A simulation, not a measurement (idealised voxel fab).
process module | voxel local oxidation
cross-section cut | 155 nm wide | cells 5 nm
A cross-section is a grid of square cells, given in bands from the top down. A band is one or more rows of cells.
Each band's line starts with the height of the band's top and of its bottom, in nm. Then come its materials from left to right, each with its width in nm. One material with "throughout" fills the band from edge to edge. "air" is empty space.
Height 0 is the level under which the wafer as received is all one material. The lowest band goes on downwards, as in "0 down".
A width such as "30 to 40" changes by the same amount from each row of cells to the next, from the band's top row to its bottom row.
"no change" after a step means that no cell of the cross-section changed.
closed voids: empty space of 8 cells or more with no open way to the top, each as width x height at its distance from the left edge, in nm
after a step's settings: what the simulator itself notes on the step
overlay nm, on a step with a mask: how far to the right of its planned place the mask lay; to the left if negative
plan
1 op RECEIVE | material Si
2 op CONFORMAL_DEP | material SiO2 | thk nm 5
3 op CONFORMAL_DEP | material SiN | thk nm 10
4 op DIRECTIONAL_DEP | material aC | thk nm 15
5 op PATTERN | tone cover | mask id ACTIVE | material resist | width nm 115 | thk nm 30 | overlay nm 0
6 op DIRECTIONAL_ETCH | etch materials aC | depth nm 15
7 op STRIP | etch materials resist
8 op DIRECTIONAL_ETCH | etch materials SiN | depth nm 10
9 op STRIP | etch materials aC
10 op SELECTIVE_ETCH | etch materials SiO2 | depth nm 5
11 op OXIDIZE | depth nm 10
12 op STRIP | etch materials SiN
varied across the wafers: width nm of step 5. The plan shows the first wafer's value. All wafers start alike
first wafer as received, after step 1
  0 down: Si throughout
  closed voids: none
first wafer at the end, after step 12
  5 to 0: air 25 | SiO2 105 | air 25
  0 to -10: SiO2 35 | Si 85 | SiO2 35
  -10 down: Si throughout
  closed voids: none
last wafer at the end
  5 to 0: air 20 | SiO2 115 | air 20
  0 to -10: SiO2 30 | Si 95 | SiO2 30
  -10 down: Si throughout
  closed voids: none
each wafer at the end: cells of each material gained (+) or lost (-) since it was received, then its closed voids
width nm 115 | -28 Si | +49 SiO2 | closed voids: none
width nm 120 | -26 Si | +48 SiO2 | closed voids: none
width nm 125 | -24 Si | +47 SiO2 | closed voids: none
